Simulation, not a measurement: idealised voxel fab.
Process module heading - voxel wiring stack
Pictured: cross-section cut, 205 nm wide, on a grid of 5 nm square cells.
Square cells in a grid make up a cross-section in this document, and the grid is given as bands, listed from the top down, each one or more rows of cells. The entry gives the band's vertical extent as a top height and a bottom height in nm, then its horizontal make-up as materials from left to right, each with a width in nm. "empty" stands for empty space; a single material marked "everywhere" fills the band edge to edge. A quick word on heights: they are counted from 0, and under that level the wafer as it came to us is one material throughout. The lowest band is different from the rest in having no bottom; it simply continues downward, written as in "0 -> down". Width spec "30->40" -> top row of cells at first value, bottom row at second value, equal per-row change in between. No cell of the cross-section changed in a step that is given as "nothing different". Enclosed voids (no open way to top), threshold 8 cells or more, entry "Completely enclosed voids", notation width x height at distance, distance from left edge, nm. On each step's line, the part that comes after the settings is the simulator's own comment on the step. The line of a step may include "overlay nm". On a step with a mask, this value is how far to the right of its planned place the mask lay. A negative value means the mask lay to the left.

-- Process steps - plan
1,RECEIVE: material Si
2,CONFORMAL_DEP: material SiO2, thk nm 10
3,DIRECTIONAL_DEP: material TiN, thk nm 5
4,DIRECTIONAL_DEP: material Ru, thk nm 15
5,MASKED_ETCH: tone cover, mask id METAL_1, width nm 25, pitch nm 45, etch materials Ru, depth nm 15, overlay nm 0
6,MASKED_ETCH: tone cover, mask id METAL_1, width nm 25, pitch nm 45, etch materials TiN, depth nm 5, overlay nm 0
7,FILL_DEP: material lowk, thk nm 5
8,CMP: height nm 30
9,CONFORMAL_DEP: material SiCN, thk nm 5
10,DIRECTIONAL_DEP: material lowk, thk nm 35
11,DIRECTIONAL_DEP: material aC, thk nm 15
12,PATTERN: tone open, mask id METAL_2_HOLES, material resist, width nm 15, pitch nm 45, thk nm 30, overlay nm 0
13,DIRECTIONAL_ETCH: etch materials aC, depth nm 15
14,STRIP: etch materials resist
15,DIRECTIONAL_ETCH: etch materials lowk, depth nm 35
16,STRIP: etch materials aC
17,PATTERN: tone open, mask id METAL_2, material resist, width nm 25, pitch nm 45, thk nm 20, overlay nm 0
18,DIRECTIONAL_ETCH: etch materials lowk, depth nm 20
19,DIRECTIONAL_ETCH: etch materials SiCN, depth nm 5
20,STRIP: etch materials resist
21,CONFORMAL_DEP: material TiN, thk nm 5
22,FILL_DEP: material Cu, thk nm 5
23,CMP: height nm 70
24,CONFORMAL_DEP: material SiCN, thk nm 5
25,DIRECTIONAL_DEP: material lowk, thk nm 20
26,PATTERN: tone open, mask id PLUG_2, material resist, width nm 15, pitch nm 90, thk nm 15, overlay nm 0
27,DIRECTIONAL_ETCH: etch materials lowk, depth nm 20
28,DIRECTIONAL_ETCH: etch materials SiCN, depth nm 5
29,STRIP: etch materials resist
30,CONFORMAL_DEP: material TiN, thk nm 5
31,FILL_DEP: material W, thk nm 10
32,CMP: height nm 95
33,DIRECTIONAL_DEP: material TiN, thk nm 5
34,DIRECTIONAL_DEP: material W, thk nm 15
35,MASKED_ETCH: tone cover, mask id METAL_3, width nm 25, pitch nm 45, etch materials W, depth nm 15, overlay nm 0
36,MASKED_ETCH: tone cover, mask id METAL_3, width nm 25, pitch nm 45, etch materials TiN, depth nm 5, overlay nm 0
37,CONFORMAL_DEP: material SiN, thk nm 5
38,FILL_DEP: material SiO2, thk nm 5
39,CMP: height nm 115
40,CONFORMAL_DEP: material SiCN, thk nm 5
Heads up: all these wafers start the same, and what changes between them is the width nm in step 12. The value you see in the plan is just what the first wafer got.

-- The first of several wafers, as received after step 1, seen in section
- 0 -> down | Si everywhere
- Completely enclosed voids: none

-- First wafer of several, cross-section, module end, after step 40 (last)
- 120 -> 115 | SiCN everywhere
- 115 -> 100 | SiO2: 15  SiN: 5  W: 25  SiN: 5  SiO2: 10  SiN: 5  W: 25  SiN: 5  SiO2: 10  SiN: 5  W: 25  SiN: 5  SiO2: 10  SiN: 5  W: 25  SiN: 5  SiO2: 20
- 100 -> 95 | SiN: 20  TiN: 25  SiN: 20  TiN: 25  SiN: 20  TiN: 25  SiN: 20  TiN: 25  SiN: 25
- 95 -> 75 | lowk: 20  TiN: 5  W: 5  TiN: 5  lowk: 75  TiN: 5  W: 5  TiN: 5  lowk: 80
- 75 -> 70 | SiCN: 20  TiN: 15  SiCN: 75  TiN: 15  SiCN: 80
- 70 -> 55 | lowk: 20  TiN: 5  Cu: 15  TiN: 5  lowk: 20  TiN: 5  Cu: 15  TiN: 5  lowk: 20  TiN: 5  Cu: 15  TiN: 5  lowk: 20  TiN: 5  Cu: 15  TiN: 5  lowk: 25
- 55 -> 50 | lowk: 20  TiN: 5  Cu: 5  TiN: 15  lowk: 20  TiN: 5  Cu: 5  TiN: 15  lowk: 20  TiN: 5  Cu: 5  TiN: 15  lowk: 20  TiN: 5  Cu: 5  TiN: 15  lowk: 25
- 50 -> 35 | lowk: 20  TiN: 5  Cu: 5  TiN: 5  lowk: 30  TiN: 5  Cu: 5  TiN: 5  lowk: 30  TiN: 5  Cu: 5  TiN: 5  lowk: 30  TiN: 5  Cu: 5  TiN: 5  lowk: 35
- 35 -> 30 | SiCN: 20  TiN: 15  SiCN: 30  TiN: 15  SiCN: 30  TiN: 15  SiCN: 30  TiN: 15  SiCN: 35
- 30 -> 15 | lowk: 20  Ru: 25  lowk: 20  Ru: 25  lowk: 20  Ru: 25  lowk: 20  Ru: 25  lowk: 25
- 15 -> 10 | lowk: 20  TiN: 25  lowk: 20  TiN: 25  lowk: 20  TiN: 25  lowk: 20  TiN: 25  lowk: 25
- 10 -> 0 | SiO2 everywhere
- 0 -> down | Si everywhere
- Completely enclosed voids: none

-- Of the several wafers, the last: cross-section at the end of the module
- 120 -> 115 | SiCN everywhere
- 115 -> 100 | SiO2: 15  SiN: 5  W: 25  SiN: 5  SiO2: 10  SiN: 5  W: 25  SiN: 5  SiO2: 10  SiN: 5  W: 25  SiN: 5  SiO2: 10  SiN: 5  W: 25  SiN: 5  SiO2: 20
- 100 -> 95 | SiN: 20  TiN: 25  SiN: 20  TiN: 25  SiN: 20  TiN: 25  SiN: 20  TiN: 25  SiN: 25
- 95 -> 75 | lowk: 20  TiN: 5  W: 5  TiN: 5  lowk: 75  TiN: 5  W: 5  TiN: 5  lowk: 80
- 75 -> 70 | SiCN: 20  TiN: 15  SiCN: 75  TiN: 15  SiCN: 80
- 70 -> 40 | lowk: 15  TiN: 5  Cu: 20  TiN: 5  lowk: 15  TiN: 5  Cu: 20  TiN: 5  lowk: 15  TiN: 5  Cu: 20  TiN: 5  lowk: 15  TiN: 5  Cu: 20  TiN: 5  lowk: 25
- 40 -> 35 | lowk: 15  TiN: 10  Cu: 15  TiN: 5  lowk: 15  TiN: 10  Cu: 15  TiN: 5  lowk: 15  TiN: 10  Cu: 15  TiN: 5  lowk: 15  TiN: 10  Cu: 15  TiN: 5  lowk: 25
- 35 -> 30 | SiCN: 20  TiN: 25  SiCN: 20  TiN: 25  SiCN: 20  TiN: 25  SiCN: 20  TiN: 25  SiCN: 25
- 30 -> 15 | lowk: 20  Ru: 25  lowk: 20  Ru: 25  lowk: 20  Ru: 25  lowk: 20  Ru: 25  lowk: 25
- 15 -> 10 | lowk: 20  TiN: 25  lowk: 20  TiN: 25  lowk: 20  TiN: 25  lowk: 20  TiN: 25  lowk: 25
- 10 -> 0 | SiO2 everywhere
- 0 -> down | Si everywhere
- Completely enclosed voids: none

-- The rows of the table below are wafers. Looking at the end of the module, a row counts, for every material, the cells the wafer has gained, shown as (+), or lost, shown as (-), since it was received; its closed voids come next
width nm 15; +52 Cu; +60 Ru; +105 SiCN; +45 SiN; +121 SiO2; +138 TiN; +68 W; +395 lowk; Completely enclosed voids: none
width nm 20; +68 Cu; +60 Ru; +101 SiCN; +45 SiN; +121 SiO2; +138 TiN; +68 W; +383 lowk; Completely enclosed voids: none
width nm 25; +92 Cu; +60 Ru; +101 SiCN; +45 SiN; +121 SiO2; +142 TiN; +68 W; +355 lowk; Completely enclosed voids: none
width nm 30; +108 Cu; +60 Ru; +97 SiCN; +45 SiN; +121 SiO2; +142 TiN; +68 W; +343 lowk; Completely enclosed voids: none
